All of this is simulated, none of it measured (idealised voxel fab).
Process module, titled voxel fin reveal
Xsec cut, 295 nm wide, square cell size 5 nm.
Format of a cross-section: grid, square cells. Given as bands. Order: top down. Band: one or more rows of cells.
Within each band entry, the heights of the top and of the bottom of the band appear first, in that order and in nm; the materials of the band then follow from left to right, each with its corresponding width in nm. The designation "everywhere" on a single material indicates that it fills the band from edge to edge; the designation "empty" indicates empty space.
Height is counted from the level 0, under which the received wafer is composed throughout of one material. The lowest of the bands is not closed at the bottom but continues downward, in the notation "top 0, no bottom".
Width: "30..40" (first number = top row, second number = bottom row, same change from row to row of cells).
A step reported as "same as before" is a step in which no cell of the cross-section changed.
For the entry "Sealed internal cavities", the listed items are empty spaces with no open way to the top whose size is 8 cells or more; each item follows the pattern width x height at distance, where distance is from the left edge and all three are in nm.
The remark found on a step's line after its settings is issued by the simulator itself and pertains to that step.
When a step includes a mask, the "overlay nm" setting on its line states how far to the right of its planned place that mask lay, and negative values state how far to the left.
Set out below are the planned steps of the process:
- 1: RECEIVE with material Si
- 2: CONFORMAL_DEP with material SiN, thk nm 10
- 3: DIRECTIONAL_DEP with material aC, thk nm 10
- 4: PATTERN with tone cover, mask id FINS, material resist, width nm 15, pitch nm 45, thk nm 30, overlay nm -15
- 5: DIRECTIONAL_ETCH with etch materials aC, depth nm 10
- 6: STRIP with etch materials resist
- 7: DIRECTIONAL_ETCH with etch materials SiN, depth nm 10
- 8: DIRECTIONAL_ETCH with etch materials Si, depth nm 40
- 9: STRIP with etch materials aC
- 10: FILL_DEP with material SiO2, thk nm 5
- 11: CMP with height nm 10
- 12: SELECTIVE_ETCH with etch materials SiO2, depth nm 25
- 13: STRIP with etch materials SiN
The wafers in this document start out alike and differ in the overlay nm applied at step 4; the plan shows the value used for the first wafer.
So this is the first of several wafers, cross-sectioned as it came to us, meaning it's at the end of step 1:
top 0, no bottom: Si everywhere
Sealed internal cavities: none
End of module, by wafer: material-by-material cell gain (+) or loss (-) since receipt, then closed voids:
overlay nm -15 | -376 Si | +235 SiO2 | Sealed internal cavities: none
overlay nm -10 | -376 Si | +235 SiO2 | Sealed internal cavities: none
overlay nm -5 | -376 Si | +235 SiO2 | Sealed internal cavities: none
overlay nm 0 | -376 Si | +235 SiO2 | Sealed internal cavities: none
overlay nm 5 | -376 Si | +235 SiO2 | Sealed internal cavities: none
overlay nm 10 | -376 Si | +235 SiO2 | Sealed internal cavities: none
overlay nm 15 | -376 Si | +235 SiO2 | Sealed internal cavities: none
